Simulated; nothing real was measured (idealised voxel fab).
Proc. module: voxel self aligned contacts
This is section cut - it's 190 nm across, gridded in 5 nm square cells.
If you're reading a cross-section in this doc, picture square cells in a grid; it comes to you as bands, top ones listed first down to the bottom, and a band can be one or more rows of cells.
The entry gives the band's vertical extent as a top height and a bottom height in nm, then its horizontal make-up as materials from left to right, each with a width in nm. "air" stands for empty space; a single material marked "full width" fills the band edge to edge.
A quick word on heights: they are counted from 0, and under that level the wafer as it came to us is one material throughout. The lowest band is different from the rest in having no bottom; it simply continues downward, written as in "0..down".
Width: "30 to 40" (first number = top row, second number = bottom row, same change from row to row of cells).
Step marked "no change occurred"? Then no cell in the cross-section changed in it.
Under "Voids lacking openings" you'll find the enclosed gaps, the ones with no way out to the top, that are 8 cells or bigger; each reads width x height at distance, with distance counted from the left edge, everything in nm.
Heads up: the bit after the settings on a step's line is the simulator's remark on that step.
Steps that use a mask can have "overlay nm" on their line. It says how far the mask sat to the right of where it was meant to be. Negative means to the left.

Planned step list for the process:
1: RECEIVE [material Si]
2: CONFORMAL_DEP [material SiO2] [thk nm 5]
3: DIRECTIONAL_DEP [material polySi] [thk nm 20]
4: DIRECTIONAL_DEP [material SiN] [thk nm 20]
5: DIRECTIONAL_DEP [material aC] [thk nm 15]
6: PATTERN [tone cover] [mask id GATE] [material resist] [width nm 25] [pitch nm 65] [thk nm 35] [overlay nm 0]
7: DIRECTIONAL_ETCH [etch materials aC] [depth nm 15]
8: STRIP [etch materials resist]
9: DIRECTIONAL_ETCH [etch materials SiN] [depth nm 20]
10: DIRECTIONAL_ETCH [etch materials polySi] [depth nm 20]
11: STRIP [etch materials aC]
12: CONFORMAL_DEP [material SiN] [thk nm 10]
13: DIRECTIONAL_ETCH [etch materials SiN] [depth nm 10]
14: FILL_DEP [material SiO2] [thk nm 20]
15: CMP [height nm 55]
16: PATTERN [tone open] [mask id CONTACT] [material resist] [width nm 50] [pitch nm 65] [thk nm 20] [overlay nm 0]
17: DIRECTIONAL_ETCH [etch materials SiO2] [depth nm 55]
18: STRIP [etch materials resist]
19: CONFORMAL_DEP [material TiN] [thk nm 5]
20: FILL_DEP [material Ru] [thk nm 5]
21: CMP [height nm 55]
22: CONFORMAL_DEP [material SiCN] [thk nm 5]

First of two wafers, with the run carried out as planned:

Here's what the wafer looked like in cross-section when it arrived - that's after step 1:
- 0..down = Si full width
- Voids lacking openings: none

Cross-section of the wafer after step 2:
- 5..0 = SiO2 full width
- Everything under 0 stays put, no change at all.

Cross-section of the wafer after step 3:
- 25..5 = polySi full width
- Everything under 5 stays put, no change at all.

Cross-section of the wafer after step 4:
- 45..25 = SiN full width
- Everything under 25 stays put, no change at all.

Cross-section of the wafer after step 5:
- 60..45 = aC full width
- Everything under 45 stays put, no change at all.

Cross-section of the wafer after step 6:
- 95..60 = air 15 nm, then resist 25 nm, then air 40 nm, then resist 25 nm, then air 40 nm, then resist 25 nm, then air 20 nm
- Everything under 60 stays put, no change at all.

Cross-section of the wafer after step 7:
- 80..60 = air 15 nm, then resist 25 nm, then air 40 nm, then resist 25 nm, then air 40 nm, then resist 25 nm, then air 20 nm
- 60..45 = air 15 nm, then aC 25 nm, then air 40 nm, then aC 25 nm, then air 40 nm, then aC 25 nm, then air 20 nm
- Everything under 45 stays put, no change at all.

Cross-section of the wafer after step 8:
- 60..45 = air 15 nm, then aC 25 nm, then air 40 nm, then aC 25 nm, then air 40 nm, then aC 25 nm, then air 20 nm
- Everything under 45 stays put, no change at all.

Cross-section of the wafer after step 9:
- 60..45 = air 15 nm, then aC 25 nm, then air 40 nm, then aC 25 nm, then air 40 nm, then aC 25 nm, then air 20 nm
- 45..25 = air 15 nm, then SiN 25 nm, then air 40 nm, then SiN 25 nm, then air 40 nm, then SiN 25 nm, then air 20 nm
- Everything under 25 stays put, no change at all.

Cross-section of the wafer after step 10:
- 60..45 = air 15 nm, then aC 25 nm, then air 40 nm, then aC 25 nm, then air 40 nm, then aC 25 nm, then air 20 nm
- 45..25 = air 15 nm, then SiN 25 nm, then air 40 nm, then SiN 25 nm, then air 40 nm, then SiN 25 nm, then air 20 nm
- 25..5 = air 15 nm, then polySi 25 nm, then air 40 nm, then polySi 25 nm, then air 40 nm, then polySi 25 nm, then air 20 nm
- Everything under 5 stays put, no change at all.

Cross-section of the wafer after step 11:
- 45..25 = air 15 nm, then SiN 25 nm, then air 40 nm, then SiN 25 nm, then air 40 nm, then SiN 25 nm, then air 20 nm
- Everything under 25 stays put, no change at all.

Cross-section of the wafer after step 12:
- 55..25 = air 5 nm, then SiN 45 nm, then air 20 nm, then SiN 45 nm, then air 20 nm, then SiN 45 nm, then air 10 nm
- 25..15 = air 5 nm, then SiN 10 nm, then polySi 25 nm, then SiN 10 nm, then air 20 nm, then SiN 10 nm, then polySi 25 nm, then SiN 10 nm, then air 20 nm, then SiN 10 nm, then polySi 25 nm, then SiN 10 nm, then air 10 nm
- 15..5 = SiN 15 nm, then polySi 25 nm, then SiN 40 nm, then polySi 25 nm, then SiN 40 nm, then polySi 25 nm, then SiN 20 nm
- Everything under 5 stays put, no change at all.

Cross-section of the wafer after step 13:
- 45..25 = air 5 nm, then SiN 45 nm, then air 20 nm, then SiN 45 nm, then air 20 nm, then SiN 45 nm, then air 10 nm
- 25..5 = air 5 nm, then SiN 10 nm, then polySi 25 nm, then SiN 10 nm, then air 20 nm, then SiN 10 nm, then polySi 25 nm, then SiN 10 nm, then air 20 nm, then SiN 10 nm, then polySi 25 nm, then SiN 10 nm, then air 10 nm
- Everything under 5 stays put, no change at all.

Cross-section of the wafer after step 14:
- 65..45 = SiO2 full width
- 45..25 = SiO2 5 nm, then SiN 45 nm, then SiO2 20 nm, then SiN 45 nm, then SiO2 20 nm, then SiN 45 nm, then SiO2 10 nm
- 25..5 = SiO2 5 nm, then SiN 10 nm, then polySi 25 nm, then SiN 10 nm, then SiO2 20 nm, then SiN 10 nm, then polySi 25 nm, then SiN 10 nm, then SiO2 20 nm, then SiN 10 nm, then polySi 25 nm, then SiN 10 nm, then SiO2 10 nm
- Everything under 5 stays put, no change at all.

Cross-section of the wafer after step 15:
- 55..45 = SiO2 full width
- Everything under 45 stays put, no change at all.

Cross-section of the wafer after step 16:
- 75..55 = resist 35 nm, then air 50 nm, then resist 15 nm, then air 50 nm, then resist 40 nm
- Everything under 55 stays put, no change at all.

Cross-section of the wafer after step 17:
- 75..55 = resist 35 nm, then air 50 nm, then resist 15 nm, then air 50 nm, then resist 40 nm
- 55..45 = SiO2 35 nm, then air 50 nm, then SiO2 15 nm, then air 50 nm, then SiO2 40 nm
- 45..25 = SiO2 5 nm, then SiN 45 nm, then air 20 nm, then SiN 45 nm, then air 20 nm, then SiN 45 nm, then SiO2 10 nm
- 25..5 = SiO2 5 nm, then SiN 10 nm, then polySi 25 nm, then SiN 10 nm, then air 20 nm, then SiN 10 nm, then polySi 25 nm, then SiN 10 nm, then air 20 nm, then SiN 10 nm, then polySi 25 nm, then SiN 10 nm, then SiO2 10 nm
- 5..0 = SiO2 50 nm, then air 20 nm, then SiO2 45 nm, then air 20 nm, then SiO2 55 nm
- Everything under 0 stays put, no change at all.

Cross-section of the wafer after step 18:
- 55..45 = SiO2 35 nm, then air 50 nm, then SiO2 15 nm, then air 50 nm, then SiO2 40 nm
- Everything under 45 stays put, no change at all.

Cross-section of the wafer after step 19:
- 60..55 = TiN 40 nm, then air 40 nm, then TiN 25 nm, then air 40 nm, then TiN 45 nm
- 55..45 = SiO2 35 nm, then TiN 5 to 20 nm, then air 40 to 10 nm, then TiN 5 to 20 nm, then SiO2 15 nm, then TiN 5 to 20 nm, then air 40 to 10 nm, then TiN 5 to 20 nm, then SiO2 40 nm
- 45..25 = SiO2 5 nm, then SiN 45 nm, then TiN 5 nm, then air 10 nm, then TiN 5 nm, then SiN 45 nm, then TiN 5 nm, then air 10 nm, then TiN 5 nm, then SiN 45 nm, then SiO2 10 nm
- 25..5 = SiO2 5 nm, then SiN 10 nm, then polySi 25 nm, then SiN 10 nm, then TiN 5 nm, then air 10 nm, then TiN 5 nm, then SiN 10 nm, then polySi 25 nm, then SiN 10 nm, then TiN 5 nm, then air 10 nm, then TiN 5 nm, then SiN 10 nm, then polySi 25 nm, then SiN 10 nm, then SiO2 10 nm
- 5..0 = SiO2 50 nm, then TiN 20 nm, then SiO2 45 nm, then TiN 20 nm, then SiO2 55 nm
- Everything under 0 stays put, no change at all.

Cross-section of the wafer after step 20:
- 65..60 = Ru full width
- 60..55 = TiN 40 nm, then Ru 40 nm, then TiN 25 nm, then Ru 40 nm, then TiN 45 nm
- 55..45 = SiO2 35 nm, then TiN 5 to 20 nm, then Ru 40 to 10 nm, then TiN 5 to 20 nm, then SiO2 15 nm, then TiN 5 to 20 nm, then Ru 40 to 10 nm, then TiN 5 to 20 nm, then SiO2 40 nm
- 45..25 = SiO2 5 nm, then SiN 45 nm, then TiN 5 nm, then Ru 10 nm, then TiN 5 nm, then SiN 45 nm, then TiN 5 nm, then Ru 10 nm, then TiN 5 nm, then SiN 45 nm, then SiO2 10 nm
- 25..5 = SiO2 5 nm, then SiN 10 nm, then polySi 25 nm, then SiN 10 nm, then TiN 5 nm, then Ru 10 nm, then TiN 5 nm, then SiN 10 nm, then polySi 25 nm, then SiN 10 nm, then TiN 5 nm, then Ru 10 nm, then TiN 5 nm, then SiN 10 nm, then polySi 25 nm, then SiN 10 nm, then SiO2 10 nm
- Everything under 5 stays put, no change at all.

Cross-section of the wafer after step 21:
- 55..45 = SiO2 35 nm, then TiN 5 to 20 nm, then Ru 40 to 10 nm, then TiN 5 to 20 nm, then SiO2 15 nm, then TiN 5 to 20 nm, then Ru 40 to 10 nm, then TiN 5 to 20 nm, then SiO2 40 nm
- Everything under 45 stays put, no change at all.

Cross-section of the wafer after step 22:
- 60..55 = SiCN full width
- Everything under 55 stays put, no change at all.

The second wafer began exactly as the first did and followed the same plan, but one mistake was made while running it; through step 5 inclusive, the two wafers are identical:

When step 6 should have ended:
- 95..60 = air 20 nm, then resist 25 nm, then air 40 nm, then resist 25 nm, then air 40 nm, then resist 25 nm, then air 15 nm
- Everything under 60 stays put, no change at all.

When step 7 should have ended:
- 80..60 = air 20 nm, then resist 25 nm, then air 40 nm, then resist 25 nm, then air 40 nm, then resist 25 nm, then air 15 nm
- 60..45 = air 20 nm, then aC 25 nm, then air 40 nm, then aC 25 nm, then air 40 nm, then aC 25 nm, then air 15 nm
- Everything under 45 stays put, no change at all.

When step 8 should have ended:
- 60..45 = air 20 nm, then aC 25 nm, then air 40 nm, then aC 25 nm, then air 40 nm, then aC 25 nm, then air 15 nm
- Everything under 45 stays put, no change at all.

When step 9 should have ended:
- 60..45 = air 20 nm, then aC 25 nm, then air 40 nm, then aC 25 nm, then air 40 nm, then aC 25 nm, then air 15 nm
- 45..25 = air 20 nm, then SiN 25 nm, then air 40 nm, then SiN 25 nm, then air 40 nm, then SiN 25 nm, then air 15 nm
- Everything under 25 stays put, no change at all.

When step 10 should have ended:
- 60..45 = air 20 nm, then aC 25 nm, then air 40 nm, then aC 25 nm, then air 40 nm, then aC 25 nm, then air 15 nm
- 45..25 = air 20 nm, then SiN 25 nm, then air 40 nm, then SiN 25 nm, then air 40 nm, then SiN 25 nm, then air 15 nm
- 25..5 = air 20 nm, then polySi 25 nm, then air 40 nm, then polySi 25 nm, then air 40 nm, then polySi 25 nm, then air 15 nm
- Everything under 5 stays put, no change at all.

When step 11 should have ended:
- 45..25 = air 20 nm, then SiN 25 nm, then air 40 nm, then SiN 25 nm, then air 40 nm, then SiN 25 nm, then air 15 nm
- Everything under 25 stays put, no change at all.

When step 12 should have ended:
- 55..25 = air 10 nm, then SiN 45 nm, then air 20 nm, then SiN 45 nm, then air 20 nm, then SiN 45 nm, then air 5 nm
- 25..15 = air 10 nm, then SiN 10 nm, then polySi 25 nm, then SiN 10 nm, then air 20 nm, then SiN 10 nm, then polySi 25 nm, then SiN 10 nm, then air 20 nm, then SiN 10 nm, then polySi 25 nm, then SiN 10 nm, then air 5 nm
- 15..5 = SiN 20 nm, then polySi 25 nm, then SiN 40 nm, then polySi 25 nm, then SiN 40 nm, then polySi 25 nm, then SiN 15 nm
- Everything under 5 stays put, no change at all.

When step 13 should have ended:
- 45..25 = air 10 nm, then SiN 45 nm, then air 20 nm, then SiN 45 nm, then air 20 nm, then SiN 45 nm, then air 5 nm
- 25..5 = air 10 nm, then SiN 10 nm, then polySi 25 nm, then SiN 10 nm, then air 20 nm, then SiN 10 nm, then polySi 25 nm, then SiN 10 nm, then air 20 nm, then SiN 10 nm, then polySi 25 nm, then SiN 10 nm, then air 5 nm
- Everything under 5 stays put, no change at all.

When step 14 should have ended:
- 65..45 = SiO2 full width
- 45..25 = SiO2 10 nm, then SiN 45 nm, then SiO2 20 nm, then SiN 45 nm, then SiO2 20 nm, then SiN 45 nm, then SiO2 5 nm
- 25..5 = SiO2 10 nm, then SiN 10 nm, then polySi 25 nm, then SiN 10 nm, then SiO2 20 nm, then SiN 10 nm, then polySi 25 nm, then SiN 10 nm, then SiO2 20 nm, then SiN 10 nm, then polySi 25 nm, then SiN 10 nm, then SiO2 5 nm
- Everything under 5 stays put, no change at all.

When step 15 should have ended:
- 55..45 = SiO2 full width
- Everything under 45 stays put, no change at all.

When step 16 should have ended:
- 75..55 = resist 35 nm, then air 50 nm, then resist 15 nm, then air 50 nm, then resist 40 nm
- Everything under 55 stays put, no change at all.

When step 17 should have ended:
- 75..55 = resist 35 nm, then air 50 nm, then resist 15 nm, then air 50 nm, then resist 40 nm
- 55..45 = SiO2 35 nm, then air 50 nm, then SiO2 15 nm, then air 50 nm, then SiO2 40 nm
- 45..25 = SiO2 10 nm, then SiN 45 nm, then air 20 nm, then SiN 45 nm, then air 20 nm, then SiN 45 nm, then SiO2 5 nm
- 25..5 = SiO2 10 nm, then SiN 10 nm, then polySi 25 nm, then SiN 10 nm, then air 20 nm, then SiN 10 nm, then polySi 25 nm, then SiN 10 nm, then air 20 nm, then SiN 10 nm, then polySi 25 nm, then SiN 10 nm, then SiO2 5 nm
- 5..0 = SiO2 55 nm, then air 20 nm, then SiO2 45 nm, then air 20 nm, then SiO2 50 nm
- Everything under 0 stays put, no change at all.

When step 18 should have ended:
- 55..45 = SiO2 35 nm, then air 50 nm, then SiO2 15 nm, then air 50 nm, then SiO2 40 nm
- Everything under 45 stays put, no change at all.

When step 19 should have ended:
- 60..55 = TiN 40 nm, then air 40 nm, then TiN 25 nm, then air 40 nm, then TiN 45 nm
- 55..45 = SiO2 35 nm, then TiN 5 to 25 nm, then air 40 to 10 nm, then TiN 5 to 15 nm, then SiO2 15 nm, then TiN 5 to 25 nm, then air 40 to 10 nm, then TiN 5 to 15 nm, then SiO2 40 nm
- 45..25 = SiO2 10 nm, then SiN 45 nm, then TiN 5 nm, then air 10 nm, then TiN 5 nm, then SiN 45 nm, then TiN 5 nm, then air 10 nm, then TiN 5 nm, then SiN 45 nm, then SiO2 5 nm
- 25..5 = SiO2 10 nm, then SiN 10 nm, then polySi 25 nm, then SiN 10 nm, then TiN 5 nm, then air 10 nm, then TiN 5 nm, then SiN 10 nm, then polySi 25 nm, then SiN 10 nm, then TiN 5 nm, then air 10 nm, then TiN 5 nm, then SiN 10 nm, then polySi 25 nm, then SiN 10 nm, then SiO2 5 nm
- 5..0 = SiO2 55 nm, then TiN 20 nm, then SiO2 45 nm, then TiN 20 nm, then SiO2 50 nm
- Everything under 0 stays put, no change at all.

When step 20 should have ended:
- 65..60 = Ru full width
- 60..55 = TiN 40 nm, then Ru 40 nm, then TiN 25 nm, then Ru 40 nm, then TiN 45 nm
- 55..45 = SiO2 35 nm, then TiN 5 to 25 nm, then Ru 40 to 10 nm, then TiN 5 to 15 nm, then SiO2 15 nm, then TiN 5 to 25 nm, then Ru 40 to 10 nm, then TiN 5 to 15 nm, then SiO2 40 nm
- 45..25 = SiO2 10 nm, then SiN 45 nm, then TiN 5 nm, then Ru 10 nm, then TiN 5 nm, then SiN 45 nm, then TiN 5 nm, then Ru 10 nm, then TiN 5 nm, then SiN 45 nm, then SiO2 5 nm
- 25..5 = SiO2 10 nm, then SiN 10 nm, then polySi 25 nm, then SiN 10 nm, then TiN 5 nm, then Ru 10 nm, then TiN 5 nm, then SiN 10 nm, then polySi 25 nm, then SiN 10 nm, then TiN 5 nm, then Ru 10 nm, then TiN 5 nm, then SiN 10 nm, then polySi 25 nm, then SiN 10 nm, then SiO2 5 nm
- Everything under 5 stays put, no change at all.

When step 21 should have ended:
- 55..45 = SiO2 35 nm, then TiN 5 to 25 nm, then Ru 40 to 10 nm, then TiN 5 to 15 nm, then SiO2 15 nm, then TiN 5 to 25 nm, then Ru 40 to 10 nm, then TiN 5 to 15 nm, then SiO2 40 nm
- Everything under 45 stays put, no change at all.

When step 22 should have ended:
- 60..55 = SiCN full width
- Everything under 55 stays put, no change at all.
So what did we get wrong on this run? the process deviated at step 6: the operation and settings actually run there were PATTERN [tone cover] [mask id GATE] [material resist] [width nm 25] [pitch nm 65] [thk nm 35] [overlay nm 5]
In the final comparison it is observed that the number of cells assigned to each material is identical for the two wafers, whereas their placement is not.
